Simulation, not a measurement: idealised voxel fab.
The name of this process module is voxel released beams.
Cross-section cut spans 145 nm and uses square cells 5 nm in size.
Cross-section layout: square cells on a grid; listed as bands, top to bottom; a band spans one or more cell rows. Band entry format. Leading values: height of top, height of bottom, nm. Remainder: materials in left-to-right order, each with its width in nm. Special words: "all across" on a single material, which then fills the band edge to edge; "empty", empty space. Heights are expressed relative to 0, this being the level below which the as-received wafer comprises one material exclusively. The lowest band is unbounded in the downward direction and is denoted as in "0..down". A width given as "30..40" starts at the first number in the band's top row and ends at the second number in its bottom row, shifting by an equal amount at every step from row to row. "all unchanged", as given for a step, is the statement that not any cell of the cross-section underwent a change during that step. You'll see "Trapped cavities" listing empty spaces that have no way open to the top, as long as they're 8 cells or more; the notation is width x height at distance, where the distance is from the left edge, and all of it is in nm. Heads up: the bit after the settings on a step's line is the simulator's remark on that step. The setting "overlay nm" may be written on the line of a step. When the step uses a mask, the value reports how far to the right of the planned place the mask lay, and a negative value reports that it lay to the left.
Steps in the process plan:
1. RECEIVE | material Si
2. CONFORMAL_DEP | material SiN | thk nm 10
3. DIRECTIONAL_DEP | material SiO2 | thk nm 10
4. DIRECTIONAL_DEP | material aC | thk nm 10
5. PATTERN | tone open | mask id ANCHOR | material resist | width nm 30 | thk nm 30 | overlay nm 0
6. DIRECTIONAL_ETCH | etch materials aC | depth nm 10
7. STRIP | etch materials resist
8. DIRECTIONAL_ETCH | etch materials SiO2 | depth nm 10
9. STRIP | etch materials aC
10. CONFORMAL_DEP | material TiN | thk nm 10
11. DIRECTIONAL_DEP | material aC | thk nm 15
12. PATTERN | tone cover | mask id BEAM | material resist | width nm 90 | thk nm 35 | overlay nm 0
13. DIRECTIONAL_ETCH | etch materials aC | depth nm 15
14. STRIP | etch materials resist
15. DIRECTIONAL_ETCH | etch materials TiN | depth nm 10
16. STRIP | etch materials aC
17. STRIP | etch materials SiO2
The cross-section here shows the wafer as received, i.e. in its state after step 1:
* 0..down  Si all across
* Trapped cavities: none
Look at the cross-section after the module: the wafer started out the way shown above and the plan was the one shown above, yet one mistake was made along the way:
* 30..20  20 nm empty, 20 nm TiN, 10 nm empty, 60 nm TiN, 35 nm empty
* 20..10  30 nm empty, 30 nm TiN, 85 nm empty
* 10..0  SiN all across
* 0..down  Si all across
* Trapped cavities: none
Where did the run depart from the plan? step 12 was not run as planned; what actually ran was PATTERN | tone cover | mask id BEAM | material resist | width nm 90 | thk nm 35 | overlay nm -5
